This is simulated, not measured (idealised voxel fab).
Process module in this document: voxel fin reveal
The cross-section on display is named cut; it measures 285 nm wide, and its cells are 5 nm squares.
How to read a cross-section here: the picture is a grid of square cells, written as bands going from the top down, and any band can span one or more rows of cells. Band: top and bottom heights (nm) first, top before bottom; then materials from left to right, widths in nm. "edge to edge" marks a sole material filling the band edge to edge. "air" denotes empty space. Height reference: 0 = level under which incoming wafer is all one material. Lowest band: no bottom, runs on downward, e.g. "0 nm and below". With a width like "30->40", each row of cells in the band differs from the next by the same amount, the top row carrying the first number and the bottom row the second. "identical to before" for a step: no cell of the cross-section changed in that step. The list in "Sealed void inventory" covers empty spaces of 8 cells or more that cannot reach the top through any open way, and it gives each as width x height at distance; the distance is from the left edge, and width, height and distance are in nm. after a step's settings: what the simulator itself notes on the step. If you see "overlay nm" on a step's line and that step has a mask, it's telling you how far right of where it was planned the mask ended up; a negative number means it went left instead.

# The process steps that were planned are listed below
1) RECEIVE,material Si
2) CONFORMAL_DEP,material SiN,thk nm 10
3) MASKED_ETCH,tone cover,mask id FINS,width nm 15,pitch nm 40,etch materials SiN,depth nm 10,overlay nm 0
4) MASKED_ETCH,tone cover,mask id FINS,width nm 15,pitch nm 40,etch materials Si,depth nm 35,overlay nm 0
5) FILL_DEP,material SiO2,thk nm 10
6) CMP,height nm 10
7) SELECTIVE_ETCH,etch materials SiO2,depth nm 20
8) STRIP,etch materials SiN
9) CONFORMAL_DEP,material SiO2,thk nm 5

# Of two wafers, the first: run according to plan

# As-received wafer cross-section (after step 1)
- 0 nm and below = Si edge to edge
- Sealed void inventory: none

# The following cross-section depicts the wafer upon completion of step 2
- 10 nm to 0 nm = SiN edge to edge
- No changes below 0.

# The following cross-section depicts the wafer upon completion of step 3
- 10 nm to 0 nm = 95 air, then 15 SiN, then 25 air, then 15 SiN, then 25 air, then 15 SiN, then 95 air
- No changes below 0.

# The following cross-section depicts the wafer upon completion of step 4
- 10 nm to 0 nm = 95 air, then 15 SiN, then 25 air, then 15 SiN, then 25 air, then 15 SiN, then 95 air
- 0 nm to -35 nm = 95 air, then 15 Si, then 25 air, then 15 Si, then 25 air, then 15 Si, then 95 air
- No changes below -35.

# The following cross-section depicts the wafer upon completion of step 5
- 20 nm to 10 nm = SiO2 edge to edge
- 10 nm to 0 nm = 95 SiO2, then 15 SiN, then 25 SiO2, then 15 SiN, then 25 SiO2, then 15 SiN, then 95 SiO2
- 0 nm to -35 nm = 95 SiO2, then 15 Si, then 25 SiO2, then 15 Si, then 25 SiO2, then 15 Si, then 95 SiO2
- No changes below -35.

# The following cross-section depicts the wafer upon completion of step 6
- 10 nm to 0 nm = 95 SiO2, then 15 SiN, then 25 SiO2, then 15 SiN, then 25 SiO2, then 15 SiN, then 95 SiO2
- No changes below 0.

# The following cross-section depicts the wafer upon completion of step 7
- 10 nm to 0 nm = 95 air, then 15 SiN, then 25 air, then 15 SiN, then 25 air, then 15 SiN, then 95 air
- 0 nm to -10 nm = 95 air, then 15 Si, then 25 air, then 15 Si, then 25 air, then 15 Si, then 95 air
- No changes below -10.

# The following cross-section depicts the wafer upon completion of step 8
- 0 nm to -10 nm = 95 air, then 15 Si, then 25 air, then 15 Si, then 25 air, then 15 Si, then 95 air
- No changes below -10.

# The following cross-section depicts the wafer upon completion of step 9
- 5 nm to 0 nm = 90 air, then 25 SiO2, then 15 air, then 25 SiO2, then 15 air, then 25 SiO2, then 90 air
- 0 nm to -5 nm = 90 air, then 5 SiO2, then 15 Si, then 5 SiO2, then 15 air, then 5 SiO2, then 15 Si, then 5 SiO2, then 15 air, then 5 SiO2, then 15 Si, then 5 SiO2, then 90 air
- -5 nm to -35 nm = 95 SiO2, then 15 Si, then 25 SiO2, then 15 Si, then 25 SiO2, then 15 Si, then 95 SiO2
- No changes below -35.

# Here the second wafer is described. Its start and its plan were those of the first wafer. Its run contained one mistake. Up to and including step 7, it did exactly what the first wafer did

# Second wafer at the planned finish of step 8, seen in cross-section
- 10 nm to 0 nm = 95 air, then 15 SiN, then 25 air, then 15 SiN, then 25 air, then 15 SiN, then 95 air
- 0 nm to -35 nm = 95 air, then 15 Si, then 25 air, then 15 Si, then 25 air, then 15 Si, then 95 air
- No changes below -35.

# Second wafer at the planned finish of step 9, seen in cross-section
- 15 nm to 10 nm = 90 air, then 25 SiO2, then 15 air, then 25 SiO2, then 15 air, then 25 SiO2, then 90 air
- 10 nm to 0 nm = 90 air, then 5 SiO2, then 15 SiN, then 5 SiO2, then 15 air, then 5 SiO2, then 15 SiN, then 5 SiO2, then 15 air, then 5 SiO2, then 15 SiN, then 5 SiO2, then 90 air
- 0 nm to -30 nm = 90 air, then 5 SiO2, then 15 Si, then 5 SiO2, then 15 air, then 5 SiO2, then 15 Si, then 5 SiO2, then 15 air, then 5 SiO2, then 15 Si, then 5 SiO2, then 90 air
- -30 nm to -35 nm = 95 SiO2, then 15 Si, then 25 SiO2, then 15 Si, then 25 SiO2, then 15 Si, then 95 SiO2
- No changes below -35.
Heads up, the wafer didn't run the way we planned it: note that step 8 departed from the planned setting and was carried out as STRIP,etch materials SiO2
The second wafer ends with more or fewer cells of some materials than the first, per final count: 18 more of SiN; 198 fewer of SiO2
